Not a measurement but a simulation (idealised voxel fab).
A process module follows: voxel transistor to metal.
Section cut is 285 nm wide and gridded with 5 nm square cells.
A cross-section in this document is a grid of square cells, and it is written down as bands, the top band listed before the ones below it; a band is made up of one or more rows of cells. Each band's line starts with the height of the band's top and of its bottom, in nm. Then come its materials from left to right, each with its width in nm. One material with "full width" fills the band from edge to edge. "air" is empty space. The reference from which all heights are counted is 0, the level beneath which the as-received wafer is entirely one material; the lowest band, having no lower bound, proceeds downward and is written after the example "0 nm and below". The width entry "30->40" should be interpreted row by row: the top row of cells in the band takes the first number, the bottom row takes the second number, and the change between adjacent rows is uniform throughout. For the purposes of this document, the phrase "all unchanged" attached to a step denotes that no cell within the cross-section was modified by that step. Closed internal cavities: empty space of 8 cells or more with no open way to the top, each as width x height at its distance from the left edge, in nm. Whatever follows a step's settings on its line is a remark the simulator itself makes about that step. overlay nm: for a step with a mask, the amount by which the mask lay right of where it was planned; a negative amount means left of it.

**Below is the list of planned process steps**
| 1 | RECEIVE [material Si] |
| 2 | OXIDIZE [depth nm 5] |
| 3 | CONFORMAL_DEP [material SiN] [thk nm 15] |
| 4 | DIRECTIONAL_DEP [material aC] [thk nm 10] |
| 5 | PATTERN [tone cover] [mask id ACTIVE] [material resist] [width nm 105] [pitch nm 130] [thk nm 30] [overlay nm 0] |
| 6 | DIRECTIONAL_ETCH [etch materials aC] [depth nm 10] |
| 7 | STRIP [etch materials resist] |
| 8 | DIRECTIONAL_ETCH [etch materials SiN] [depth nm 15] |
| 9 | DIRECTIONAL_ETCH [etch materials SiO2] [depth nm 5] |
| 10 | DIRECTIONAL_ETCH [etch materials Si] [depth nm 25] |
| 11 | STRIP [etch materials aC] |
| 12 | FILL_DEP [material SiO2] [thk nm 15] |
| 13 | CMP [height nm 15] |
| 14 | SELECTIVE_ETCH [etch materials SiO2] [depth nm 5] |
| 15 | STRIP [etch materials SiN] |
| 16 | SELECTIVE_ETCH [etch materials SiO2] [depth nm 5] |
| 17 | OXIDIZE [depth nm 5] |
| 18 | DIRECTIONAL_DEP [material polySi] [thk nm 30] |
| 19 | DIRECTIONAL_DEP [material SiCN] [thk nm 15] |
| 20 | MASKED_ETCH [tone cover] [mask id GATE] [width nm 35] [pitch nm 130] [etch materials SiCN] [depth nm 25] [overlay nm 0] |
| 21 | MASKED_ETCH [tone cover] [mask id GATE] [width nm 35] [pitch nm 130] [etch materials polySi] [depth nm 40] [overlay nm 0] |
| 22 | CONFORMAL_DEP [material SiN] [thk nm 10] |
| 23 | DIRECTIONAL_ETCH [etch materials SiN] [depth nm 10] |
| 24 | DIRECTIONAL_ETCH [etch materials SiO2] [depth nm 5] |
| 25 | DIRECTIONAL_ETCH [etch materials Si] [depth nm 15] |
| 26 | EPI [material SiGe] [thk nm 20] |
| 27 | FILL_DEP [material SiO2] [thk nm 10] |
| 28 | CMP [height nm 25] |
| 29 | STRIP [etch materials polySi] |
| 30 | SELECTIVE_ETCH [etch materials SiO2] [depth nm 5] |
| 31 | CONFORMAL_DEP [material HfO2] [thk nm 5] |
| 32 | CONFORMAL_DEP [material TiN] [thk nm 5] |
| 33 | FILL_DEP [material W] [thk nm 5] |
| 34 | CMP [height nm 20] |
| 35 | DIRECTIONAL_DEP [material SiO2] [thk nm 10] |
| 36 | PATTERN [tone open] [mask id CONTACT] [material resist] [width nm 15] [thk nm 15] [overlay nm 0] |
| 37 | DIRECTIONAL_ETCH [etch materials SiO2] [depth nm 20] |
| 38 | STRIP [etch materials resist] |
| 39 | CONFORMAL_DEP [material TiN] [thk nm 5] |
| 40 | FILL_DEP [material Ru] [thk nm 10] |
| 41 | CMP [height nm 30] |
| 42 | DIRECTIONAL_DEP [material TiN] [thk nm 5] |
| 43 | DIRECTIONAL_DEP [material W] [thk nm 15] |
| 44 | DIRECTIONAL_DEP [material aC] [thk nm 15] |
| 45 | PATTERN [tone cover] [mask id METAL_1] [material resist] [width nm 15] [thk nm 30] [overlay nm 0] |
| 46 | DIRECTIONAL_ETCH [etch materials aC] [depth nm 15] |
| 47 | STRIP [etch materials resist] |
| 48 | DIRECTIONAL_ETCH [etch materials W] [depth nm 15] |
| 49 | DIRECTIONAL_ETCH [etch materials TiN] [depth nm 5] |
| 50 | STRIP [etch materials aC] |
| 51 | FILL_DEP [material SiO2] [thk nm 5] |
| 52 | CMP [height nm 50] |
| 53 | CONFORMAL_DEP [material SiCN] [thk nm 5] |
| 54 | DIRECTIONAL_DEP [material lowk] [thk nm 25] |
| 55 | MASKED_ETCH [tone open] [mask id METAL_2] [width nm 15] [pitch nm 130] [etch materials lowk] [depth nm 15] [overlay nm 0] |
| 56 | DIRECTIONAL_DEP [material aC] [thk nm 15] |
| 57 | PATTERN [tone open] [mask id METAL_2_HOLES] [material resist] [width nm 15] [pitch nm 130] [thk nm 30] [overlay nm 0] |
| 58 | DIRECTIONAL_ETCH [etch materials aC] [depth nm 15] |
| 59 | STRIP [etch materials resist] |
| 60 | DIRECTIONAL_ETCH [etch materials lowk] [depth nm 10] |
| 61 | DIRECTIONAL_ETCH [etch materials SiCN] [depth nm 5] |
| 62 | STRIP [etch materials aC] |
| 63 | CONFORMAL_DEP [material TiN] [thk nm 5] |
| 64 | FILL_DEP [material Cu] [thk nm 5] |
| 65 | CMP [height nm 80] |
| 66 | CONFORMAL_DEP [material SiCN] [thk nm 5] |

**Cross-section of the incoming wafer, state after step 1**
  0 nm and below: Si full width
  Closed internal cavities: none

**Cross-section taken at module completion on the first of two wafers; processed per the plan**
  85 nm to 80 nm: SiCN full width
  80 nm to 55 nm: lowk (30) | TiN (5) | Cu (5) | TiN (5) | lowk (115) | TiN (5) | Cu (5) | TiN (5) | lowk (110)
  55 nm to 50 nm: SiCN (30) | TiN (15) | SiCN (115) | TiN (15) | SiCN (110)
  50 nm to 35 nm: SiO2 (30) | W (15) | SiO2 (65) | W (15) | SiO2 (35) | W (15) | SiO2 (65) | W (15) | SiO2 (30)
  35 nm to 30 nm: SiO2 (30) | TiN (15) | SiO2 (65) | TiN (15) | SiO2 (35) | TiN (15) | SiO2 (65) | TiN (15) | SiO2 (30)
  30 nm to 20 nm: SiO2 (30) | TiN (5) | Ru (5) | TiN (5) | SiO2 (65) | TiN (5) | Ru (5) | TiN (5) | SiO2 (35) | TiN (5) | Ru (5) | TiN (5) | SiO2 (65) | TiN (5) | Ru (5) | TiN (5) | SiO2 (30)
  20 nm to 15 nm: SiO2 (30) | TiN (5) | Ru (5) | TiN (5) | SiO2 (5) | SiN (10) | HfO2 (5) | TiN (5) | W (15) | TiN (5) | HfO2 (5) | SiN (10) | SiO2 (5) | TiN (5) | Ru (5) | TiN (5) | SiO2 (35) | TiN (5) | Ru (5) | TiN (5) | SiO2 (5) | SiN (10) | HfO2 (5) | TiN (5) | W (15) | TiN (5) | HfO2 (5) | SiN (10) | SiO2 (5) | TiN (5) | Ru (5) | TiN (5) | SiO2 (30)
  15 nm to 10 nm: SiO2 (30) | TiN (15) | SiO2 (5) | SiN (10) | HfO2 (5) | TiN (5) | W (15) | TiN (5) | HfO2 (5) | SiN (10) | SiO2 (5) | TiN (15) | SiO2 (35) | TiN (15) | SiO2 (5) | SiN (10) | HfO2 (5) | TiN (5) | W (15) | TiN (5) | HfO2 (5) | SiN (10) | SiO2 (5) | TiN (15) | SiO2 (30)
  10 nm to 5 nm: SiO2 (25) | SiGe (25) | SiN (10) | HfO2 (5) | TiN (5) | W (15) | TiN (5) | HfO2 (5) | SiN (10) | SiGe (25) | SiO2 (25) | SiGe (25) | SiN (10) | HfO2 (5) | TiN (5) | W (15) | TiN (5) | HfO2 (5) | SiN (10) | SiGe (25) | SiO2 (25)
  5 nm to 0 nm: SiO2 (20) | SiN (10) | SiGe (20) | SiN (10) | HfO2 (5) | TiN (5) | W (15) | TiN (5) | HfO2 (5) | SiN (10) | SiGe (20) | SiN (10) | SiO2 (15) | SiN (10) | SiGe (20) | SiN (10) | HfO2 (5) | TiN (5) | W (15) | TiN (5) | HfO2 (5) | SiN (10) | SiGe (20) | SiN (10) | SiO2 (20)
  0 nm to -5 nm: SiO2 (20) | SiN (10) | SiGe (20) | SiN (10) | HfO2 (5) | TiN (25) | HfO2 (5) | SiN (10) | SiGe (20) | SiN (10) | SiO2 (15) | SiN (10) | SiGe (20) | SiN (10) | HfO2 (5) | TiN (25) | HfO2 (5) | SiN (10) | SiGe (20) | SiN (10) | SiO2 (20)
  -5 nm to -10 nm: SiO2 (30) | SiGe (20) | SiO2 (5) | HfO2 (45) | SiO2 (5) | SiGe (20) | SiO2 (35) | SiGe (20) | SiO2 (5) | HfO2 (45) | SiO2 (5) | SiGe (20) | SiO2 (30)
  -10 nm to -25 nm: SiO2 (25) | Si (5) | SiGe (20) | Si (55) | SiGe (20) | Si (5) | SiO2 (25) | Si (5) | SiGe (20) | Si (55) | SiGe (20) | Si (5) | SiO2 (25)
  -25 nm to -30 nm: SiO2 (25) | Si (105) | SiO2 (25) | Si (105) | SiO2 (25)
  -30 nm and below: Si full width
  Closed internal cavities: none

**End-of-module cross-section of the second wafer: identical starting point and process plan to the first, with one processing mistake**
  85 nm to 80 nm: SiCN full width
  80 nm to 55 nm: lowk (30) | TiN (5) | Cu (5) | TiN (5) | lowk (115) | TiN (5) | Cu (5) | TiN (5) | lowk (110)
  55 nm to 50 nm: SiCN (30) | TiN (15) | SiCN (115) | TiN (15) | SiCN (110)
  50 nm to 35 nm: SiO2 (30) | W (15) | SiO2 (65) | W (15) | SiO2 (35) | W (15) | SiO2 (65) | W (15) | SiO2 (30)
  35 nm to 30 nm: SiO2 (30) | TiN (15) | SiO2 (65) | TiN (15) | SiO2 (35) | TiN (15) | SiO2 (65) | TiN (15) | SiO2 (30)
  30 nm to 20 nm: SiO2 (30) | TiN (5) | Ru (5) | TiN (5) | SiO2 (65) | TiN (5) | Ru (5) | TiN (5) | SiO2 (35) | TiN (5) | Ru (5) | TiN (5) | SiO2 (65) | TiN (5) | Ru (5) | TiN (5) | SiO2 (30)
  20 nm to 15 nm: SiO2 (30) | TiN (5) | Ru (5) | TiN (5) | SiO2 (5) | SiN (10) | HfO2 (5) | TiN (5) | W (15) | TiN (5) | HfO2 (5) | SiN (10) | SiO2 (5) | TiN (5) | Ru (5) | TiN (5) | SiO2 (35) | TiN (5) | Ru (5) | TiN (5) | SiO2 (5) | SiN (10) | HfO2 (5) | TiN (5) | W (15) | TiN (5) | HfO2 (5) | SiN (10) | SiO2 (5) | TiN (5) | Ru (5) | TiN (5) | SiO2 (30)
  15 nm to 10 nm: SiO2 (30) | TiN (15) | SiO2 (5) | SiN (10) | HfO2 (5) | TiN (5) | W (15) | TiN (5) | HfO2 (5) | SiN (10) | SiO2 (5) | TiN (15) | SiO2 (35) | TiN (15) | SiO2 (5) | SiN (10) | HfO2 (5) | TiN (5) | W (15) | TiN (5) | HfO2 (5) | SiN (10) | SiO2 (5) | TiN (15) | SiO2 (30)
  10 nm to 5 nm: SiO2 (35) | SiGe (15) | SiN (10) | HfO2 (5) | TiN (5) | W (15) | TiN (5) | HfO2 (5) | SiN (10) | SiGe (35) | SiO2 (25) | SiGe (15) | SiN (10) | HfO2 (5) | TiN (5) | W (15) | TiN (5) | HfO2 (5) | SiN (10) | SiGe (35) | SiO2 (15)
  5 nm to 0 nm: SiO2 (30) | SiN (10) | SiGe (10) | SiN (10) | HfO2 (5) | TiN (5) | W (15) | TiN (5) | HfO2 (5) | SiN (10) | SiGe (30) | SiN (10) | SiO2 (15) | SiN (10) | SiGe (10) | SiN (10) | HfO2 (5) | TiN (5) | W (15) | TiN (5) | HfO2 (5) | SiN (10) | SiGe (30) | SiN (10) | SiO2 (10)
  0 nm to -5 nm: SiO2 (30) | SiN (10) | SiGe (10) | SiN (10) | HfO2 (5) | TiN (25) | HfO2 (5) | SiN (10) | SiGe (30) | SiN (10) | SiO2 (15) | SiN (10) | SiGe (10) | SiN (10) | HfO2 (5) | TiN (25) | HfO2 (5) | SiN (10) | SiGe (30) | SiN (10) | SiO2 (10)
  -5 nm to -10 nm: SiO2 (40) | SiGe (10) | SiO2 (5) | HfO2 (45) | SiO2 (5) | SiGe (30) | SiO2 (35) | SiGe (10) | SiO2 (5) | HfO2 (45) | SiO2 (5) | SiGe (30) | SiO2 (20)
  -10 nm to -25 nm: SiO2 (35) | Si (5) | SiGe (10) | Si (55) | SiGe (30) | Si (5) | SiO2 (25) | Si (5) | SiGe (10) | Si (55) | SiGe (30) | Si (5) | SiO2 (15)
  -25 nm to -30 nm: SiO2 (35) | Si (105) | SiO2 (25) | Si (105) | SiO2 (15)
  -30 nm and below: Si full width
  Closed internal cavities: none
Want to know what went wrong? step 5 deviated from plan and actually ran as PATTERN [tone cover] [mask id ACTIVE] [material resist] [width nm 105] [pitch nm 130] [thk nm 30] [overlay nm 10]
Same inventory, different map: at the end, the second wafer holds as many cells of each material as the first, placed elsewhere.
